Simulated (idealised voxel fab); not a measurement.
The document below concerns the process module designated voxel ribs on slabs.
Pictured: cross-section cut, 270 nm wide, on a grid of 5 nm square cells.
In this document a cross-section is written as a grid of square cells. It is given as a series of bands, listed from the top down, and a band is one or more rows of cells. A band entry consists of two parts. The first gives the height of the band's top and the height of its bottom, in nm. The rest lists the band's materials from left to right, each with its width in nm. A single material labelled with the word "everywhere" fills the band from edge to edge, and the word "blank" marks empty space. Heights are measured from 0, the level below which the as-received wafer is all one material; the lowest band has no bottom and continues downward, written as in "0 down". Read "30 to 40" as a graded width: first number on top, second number at the bottom, same change between each pair of neighbouring rows. Reading "nothing was modified" for a step: not a cell of the cross-section changed in it. Enclosed internal voids: empty space of 8 cells or more with no open way to the top, each as width x height at its distance from the left edge, in nm. On each step's line, the part that comes after the settings is the simulator's own comment on the step. The optional step-line setting "overlay nm" applies to steps with a mask and quantifies how far to the right of its planned location the mask lay, a negative value indicating leftward placement.

Process steps foreseen in the plan:
1. op RECEIVE | material Si
2. op DIRECTIONAL_DEP | material SiO2 | thk nm 20
3. op DIRECTIONAL_DEP | material SiN | thk nm 25
4. op MASKED_ETCH | tone cover | mask id RIB | width nm 25 | etch materials SiN | depth nm 5 | overlay nm 0
5. op MASKED_ETCH | tone cover | mask id SLAB | width nm 85 | etch materials SiN | depth nm 20 | overlay nm 0
6. op FILL_DEP | material SiO2 | thk nm 25
7. op CMP | height nm 60
8. op DIRECTIONAL_DEP | material W | thk nm 10
9. op DIRECTIONAL_DEP | material aC | thk nm 10
10. op PATTERN | tone cover | mask id HEATER | material resist | width nm 35 | thk nm 25 | overlay nm 0
11. op DIRECTIONAL_ETCH | etch materials aC | depth nm 10
12. op STRIP | etch materials resist
13. op DIRECTIONAL_ETCH | etch materials W | depth nm 10
14. op STRIP | etch materials aC
15. op CONFORMAL_DEP | material SiN | thk nm 5

Cross-sectional view of the wafer in its as-received condition, corresponding to the state after step 1:
  0 down | Si everywhere
  Enclosed internal voids: none

End-of-module cross-section of the first of two wafers, processed as planned:
  75 to 70 | blank (110); SiN (45); blank (115)
  70 to 65 | blank (110); SiN (5); W (35); SiN (5); blank (115)
  65 to 60 | SiN (115); W (35); SiN (120)
  60 to 45 | SiO2 everywhere
  45 to 40 | SiO2 (120); SiN (25); SiO2 (125)
  40 to 20 | SiO2 (90); SiN (85); SiO2 (95)
  20 to 0 | SiO2 everywhere
  0 down | Si everywhere
  Enclosed internal voids: none

Wafer two cross-section, module end. Start and plan unchanged from wafer one; one mistake made during the run:
  75 to 70 | blank (110); SiN (45); blank (115)
  70 to 65 | blank (110); SiN (5); W (35); SiN (5); blank (115)
  65 to 60 | SiN (115); W (35); SiN (120)
  60 to 45 | SiO2 everywhere
  45 to 30 | SiO2 (120); SiN (25); SiO2 (125)
  30 to 20 | SiO2 (90); SiN (85); SiO2 (95)
  20 to 0 | SiO2 everywhere
  0 down | Si everywhere
  Enclosed internal voids: none
Which mistake was made when the wafer was run? step 4 ran as: op MASKED_ETCH | tone cover | mask id RIB | width nm 25 | etch materials SiN | depth nm 15 | overlay nm 0
Count the cells at the end and the second wafer has more or fewer of some materials than the first: -24 SiN, +24 SiO2
